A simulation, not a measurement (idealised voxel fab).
Process module name: voxel ribs on slabs
The figure presents cross-section cut, which has a width of 155 nm and is divided into square cells with an edge length of 5 nm.
In this document a cross-section is written as a grid of square cells. It is given as a series of bands, listed from the top down, and a band is one or more rows of cells.
Heights first: top, then bottom, in nm. Then materials, left to right, each with a width in nm. "throughout" on a single material: fills the band edge to edge. "air": empty space.
We count height from 0. Below that, the starting wafer is all one material. The lowest band never ends at the bottom but goes on down; see "0 and below" for how that is written.
Width spec "30..40" -> top row of cells at first value, bottom row at second value, equal per-row change in between.
Any step labelled "no change occurred" changed none of the cells in the cross-section.
The list in "Completely sealed voids" covers empty spaces of 8 cells or more that cannot reach the top through any open way, and it gives each as width x height at distance; the distance is from the left edge, and width, height and distance are in nm.
Step line, after settings: the simulator's comment on this step.
You can add "overlay nm" to a step's line. For a step with a mask, it describes how far the mask lay to the right of its planned position, and a negative number describes a lay to the left.
### These are the steps we planned for the process
step 1: RECEIVE (material Si)
step 2: DIRECTIONAL_DEP (material SiO2; thk nm 25)
step 3: DIRECTIONAL_DEP (material SiN; thk nm 15)
step 4: PATTERN (tone cover; mask id RIB; material resist; width nm 15; thk nm 15; overlay nm 0)
step 5: DIRECTIONAL_ETCH (etch materials SiN; depth nm 10)
step 6: STRIP (etch materials resist)
step 7: MASKED_ETCH (tone cover; mask id SLAB; width nm 65; etch materials SiN; depth nm 5; overlay nm 0)
step 8: FILL_DEP (material SiO2; thk nm 20)
step 9: CMP (height nm 55)
step 10: DIRECTIONAL_DEP (material W; thk nm 10)
step 11: MASKED_ETCH (tone cover; mask id HEATER; width nm 25; etch materials W; depth nm 10; overlay nm -15)
step 12: CONFORMAL_DEP (material SiO2; thk nm 10)
The plan shows the overlay nm of step 11 as the first wafer had it; this setting differs between the wafers, which start out alike.
### Cut through the first of several wafers as received, post step 1
> 0 and below: Si throughout
> Completely sealed voids: none
### Table: wafers, a row each; end-of-module cell change per material since receipt, gain (+), loss (-); then closed voids
overlay nm -15, +19 SiN, +392 SiO2, +10 W, Completely sealed voids: none
overlay nm -10, +19 SiN, +392 SiO2, +10 W, Completely sealed voids: none
overlay nm -5, +19 SiN, +392 SiO2, +10 W, Completely sealed voids: none
overlay nm 0, +19 SiN, +392 SiO2, +10 W, Completely sealed voids: none
overlay nm 5, +19 SiN, +392 SiO2, +10 W, Completely sealed voids: none
overlay nm 10, +19 SiN, +392 SiO2, +10 W, Completely sealed voids: none
overlay nm 15, +19 SiN, +392 SiO2, +10 W, Completely sealed voids: none
